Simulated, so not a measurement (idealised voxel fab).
You're looking at the process module voxel ribs on slabs.
Section cut is 200 nm wide and gridded with 5 nm square cells.
Think of the cross-section as a grid of square cells. We describe it in bands, top to bottom, and each band covers one or more rows of those cells.
Per band: top height and bottom height in nm, followed by the left-to-right materials and their widths in nm; "full width" marks a single material spanning edge to edge, "blank" marks empty space.
Note: height 0 marks the level under which the wafer is uniformly one material as received. Lowest band unbounded below, written "from 0 down".
A width such as "30->40" changes by the same amount from each row of cells to the next, from the band's top row to its bottom row.
"left unchanged" means the step left every cell of the cross-section as it was.
In the "Closed void list" entry, you get each enclosed empty space of 8 cells or more, one with no open way to the top, written width x height at distance, distance from the left edge, in nm.
On each step's line, the part that comes after the settings is the simulator's own comment on the step.
overlay nm: mask offset rightward from planned place, masked step; negative means leftward offset.

Here's what the planned process steps look like
1: op RECEIVE | material Si
2: op DIRECTIONAL_DEP | material SiO2 | thk nm 30
3: op DIRECTIONAL_DEP | material polySi | thk nm 15
4: op MASKED_ETCH | tone cover | mask id RIB | width nm 15 | etch materials polySi | depth nm 10 | overlay nm 0
5: op PATTERN | tone cover | mask id SLAB | material resist | width nm 55 | thk nm 15 | overlay nm 0
6: op DIRECTIONAL_ETCH | etch materials polySi | depth nm 5
7: op STRIP | etch materials resist
8: op FILL_DEP | material SiO2 | thk nm 20
9: op CMP | height nm 55
10: op DIRECTIONAL_DEP | material W | thk nm 5
11: op MASKED_ETCH | tone cover | mask id HEATER | width nm 25 | etch materials W | depth nm 5 | overlay nm 0
12: op CONFORMAL_DEP | material SiN | thk nm 5

Concerning the first of two wafers, which was run in accordance with the plan

Cross-section: wafer on arrival = after step 1
* from 0 down | Si full width
* Closed void list: none

The following cross-section depicts the wafer upon completion of step 2
* from 30 to 0 | SiO2 full width
* Below a height of 0, the structure has not been altered.

The following cross-section depicts the wafer upon completion of step 3
* from 45 to 30 | polySi full width
* Below a height of 30, the structure has not been altered.

The following cross-section depicts the wafer upon completion of step 4
* from 45 to 35 | 90 blank | 15 polySi | 95 blank
* Below a height of 35, the structure has not been altered.

The following cross-section depicts the wafer upon completion of step 5
* from 60 to 45 | 70 blank | 55 resist | 75 blank
* from 45 to 35 | 70 blank | 20 resist | 15 polySi | 20 resist | 75 blank
* Below a height of 35, the structure has not been altered.

The following cross-section depicts the wafer upon completion of step 6
* from 60 to 45 | 70 blank | 55 resist | 75 blank
* from 45 to 35 | 70 blank | 20 resist | 15 polySi | 20 resist | 75 blank
* from 35 to 30 | 70 blank | 55 polySi | 75 blank
* Below a height of 30, the structure has not been altered.

The following cross-section depicts the wafer upon completion of step 7
* from 45 to 35 | 90 blank | 15 polySi | 95 blank
* Below a height of 35, the structure has not been altered.

The following cross-section depicts the wafer upon completion of step 8
* from 65 to 45 | SiO2 full width
* from 45 to 35 | 90 SiO2 | 15 polySi | 95 SiO2
* from 35 to 30 | 70 SiO2 | 55 polySi | 75 SiO2
* Below a height of 30, the structure has not been altered.

The following cross-section depicts the wafer upon completion of step 9
* from 55 to 45 | SiO2 full width
* Below a height of 45, the structure has not been altered.

The following cross-section depicts the wafer upon completion of step 10
* from 60 to 55 | W full width
* Below a height of 55, the structure has not been altered.

The following cross-section depicts the wafer upon completion of step 11
* from 60 to 55 | 85 blank | 25 W | 90 blank
* Below a height of 55, the structure has not been altered.

The following cross-section depicts the wafer upon completion of step 12
* from 65 to 60 | 80 blank | 35 SiN | 85 blank
* from 60 to 55 | 85 SiN | 25 W | 90 SiN
* Below a height of 55, the structure has not been altered.

It is to be noted that the second wafer proceeded from the same initial state and according to the same plan as the first, although one mistake was committed in its execution; through step 1, inclusive, the two wafers share an identical history

Second wafer cross-section, taken as of the time the plan sets for step 2 to be done
* from 15 to 0 | polySi full width
* Below a height of 0, the structure has not been altered.

Second wafer cross-section, taken as of the time the plan sets for step 3 to be done
* from 45 to 15 | SiO2 full width
* Below a height of 15, the structure has not been altered.

Second wafer cross-section, taken as of the time the plan sets for step 4 to be done: left unchanged

Second wafer cross-section, taken as of the time the plan sets for step 5 to be done
* from 60 to 45 | 70 blank | 55 resist | 75 blank
* Below a height of 45, the structure has not been altered.

Second wafer cross-section, taken as of the time the plan sets for step 6 to be done: left unchanged

Second wafer cross-section, taken as of the time the plan sets for step 7 to be done
* from 45 to 15 | SiO2 full width
* Below a height of 15, the structure has not been altered.

Second wafer cross-section, taken as of the time the plan sets for step 8 to be done
* from 65 to 15 | SiO2 full width
* Below a height of 15, the structure has not been altered.

Second wafer cross-section, taken as of the time the plan sets for step 9 to be done
* from 55 to 15 | SiO2 full width
* Below a height of 15, the structure has not been altered.

Second wafer cross-section, taken as of the time the plan sets for step 10 to be done
* from 60 to 55 | W full width
* Below a height of 55, the structure has not been altered.

Second wafer cross-section, taken as of the time the plan sets for step 11 to be done
* from 60 to 55 | 85 blank | 25 W | 90 blank
* Below a height of 55, the structure has not been altered.

Second wafer cross-section, taken as of the time the plan sets for step 12 to be done
* from 65 to 60 | 80 blank | 35 SiN | 85 blank
* from 60 to 55 | 85 SiN | 25 W | 90 SiN
* Below a height of 55, the structure has not been altered.
Here's what went sideways: deviation from plan: step 3 and step 2 executed in one another's positions
FYI, end of process, the second wafer has more or fewer cells of some materials than the first: -103 SiO2 | +103 polySi
